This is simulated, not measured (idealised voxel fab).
Title: Process Module voxel self aligned vias
Xsec cut, 255 nm wide, square cell size 5 nm.
For the purposes of this document, a cross-section shall be understood as a grid of square cells, specified as bands listed in top-to-bottom order, each band consisting of one or more rows of cells.
Band: top height; bottom height; in nm. Then, left to right: material with width in nm, for each material. "all across": a single material spanning edge to edge. "empty": empty space.
Height is counted from the level 0, under which the received wafer is composed throughout of one material. The lowest of the bands is not closed at the bottom but continues downward, in the notation "0..down".
Per-row width for "30->40": begins at first number (top row of band), ends at second number (bottom row), increment between rows held constant.
"remains unaltered" for a step: no cell of the cross-section changed in that step.
So "Closed voids list" is basically the list of trapped voids: any empty space of 8 cells or more that can't reach the top through an opening. They're written width x height at distance, the distance being from the left edge, and it's all nm.
Past the settings on a step's line: simulator remark, on that step.
Each step line may optionally specify "overlay nm", which for a step with a mask gives the rightward distance between the mask's planned place and where it lay, a negative value indicating the leftward direction.

### Here's what the planned process steps look like
1,RECEIVE (material Si)
2,CONFORMAL_DEP (material SiO2; thk nm 10)
3,CONFORMAL_DEP (material SiCN; thk nm 5)
4,DIRECTIONAL_DEP (material lowk; thk nm 20)
5,MASKED_ETCH (tone open; mask id LINES; width nm 15; pitch nm 55; etch materials lowk; depth nm 20; overlay nm 0)
6,CONFORMAL_DEP (material TiN; thk nm 5)
7,FILL_DEP (material W; thk nm 5)
8,CMP (height nm 35)
9,SELECTIVE_ETCH (etch materials W Ru TiN; depth nm 5)
10,FILL_DEP (material SiN; thk nm 10)
11,CMP (height nm 35)
12,DIRECTIONAL_DEP (material lowk; thk nm 20)
13,PATTERN (tone open; mask id VIAS; material resist; width nm 40; pitch nm 55; thk nm 20; overlay nm 0)
14,DIRECTIONAL_ETCH (etch materials lowk; depth nm 20)
15,DIRECTIONAL_ETCH (etch materials SiN; depth nm 5)
16,STRIP (etch materials resist)
17,CONFORMAL_DEP (material TiN; thk nm 5)
18,FILL_DEP (material Ru; thk nm 10)
19,CMP (height nm 55)
20,CONFORMAL_DEP (material SiCN; thk nm 5)
Same starting wafers, different width nm at step 5. Plan value belongs to the first wafer.

### First of several wafers (as received, post step 1), cross-sectional view
  0..down | Si all across
  Closed voids list: none

### Here's the first of several wafers in cross-section, end of the module, after the last step, step 20
  60..55 | SiCN all across
  55..40 | lowk 50; TiN 5; Ru 30; TiN 5; lowk 15; TiN 5; Ru 30; TiN 5; lowk 15; TiN 5; Ru 30; TiN 5; lowk 55
  40..35 | lowk 50; TiN 20; Ru 5; TiN 15; lowk 15; TiN 20; Ru 5; TiN 15; lowk 15; TiN 20; Ru 5; TiN 15; lowk 55
  35..30 | lowk 65; TiN 15; lowk 40; TiN 15; lowk 40; TiN 15; lowk 65
  30..20 | lowk 65; TiN 5; W 5; TiN 5; lowk 40; TiN 5; W 5; TiN 5; lowk 40; TiN 5; W 5; TiN 5; lowk 65
  20..15 | lowk 65; TiN 15; lowk 40; TiN 15; lowk 40; TiN 15; lowk 65
  15..10 | SiCN all across
  10..0 | SiO2 all across
  0..down | Si all across
  Closed voids list: none

### Of the several wafers, the last: cross-section at the end of the module
  60..55 | SiCN all across
  55..40 | lowk 50; TiN 5; Ru 30; TiN 5; lowk 15; TiN 5; Ru 30; TiN 5; lowk 15; TiN 5; Ru 30; TiN 5; lowk 55
  40..35 | lowk 50; TiN 10; Ru 25; TiN 5; lowk 15; TiN 10; Ru 25; TiN 5; lowk 15; TiN 10; Ru 25; TiN 5; lowk 55
  35..30 | lowk 55; TiN 35; lowk 20; TiN 35; lowk 20; TiN 35; lowk 55
  30..20 | lowk 55; TiN 5; W 25; TiN 5; lowk 20; TiN 5; W 25; TiN 5; lowk 20; TiN 5; W 25; TiN 5; lowk 55
  20..15 | lowk 55; TiN 35; lowk 20; TiN 35; lowk 20; TiN 35; lowk 55
  15..10 | SiCN all across
  10..0 | SiO2 all across
  0..down | Si all across
  Closed voids list: none

### Below: a row per wafer. Contents at end of module: for every material, cells gained since receipt (+) or lost since receipt (-); then closed voids
width nm 15 | +57 Ru | +102 SiCN | +102 SiO2 | +69 TiN | +6 W | +276 lowk | Closed voids list: none
width nm 20 | +60 Ru | +102 SiCN | +102 SiO2 | +72 TiN | +12 W | +264 lowk | Closed voids list: none
width nm 25 | +63 Ru | +102 SiCN | +102 SiO2 | +75 TiN | +18 W | +252 lowk | Closed voids list: none
width nm 30 | +66 Ru | +102 SiCN | +102 SiO2 | +78 TiN | +24 W | +240 lowk | Closed voids list: none
width nm 35 | +69 Ru | +102 SiCN | +102 SiO2 | +81 TiN | +30 W | +228 lowk | Closed voids list: none
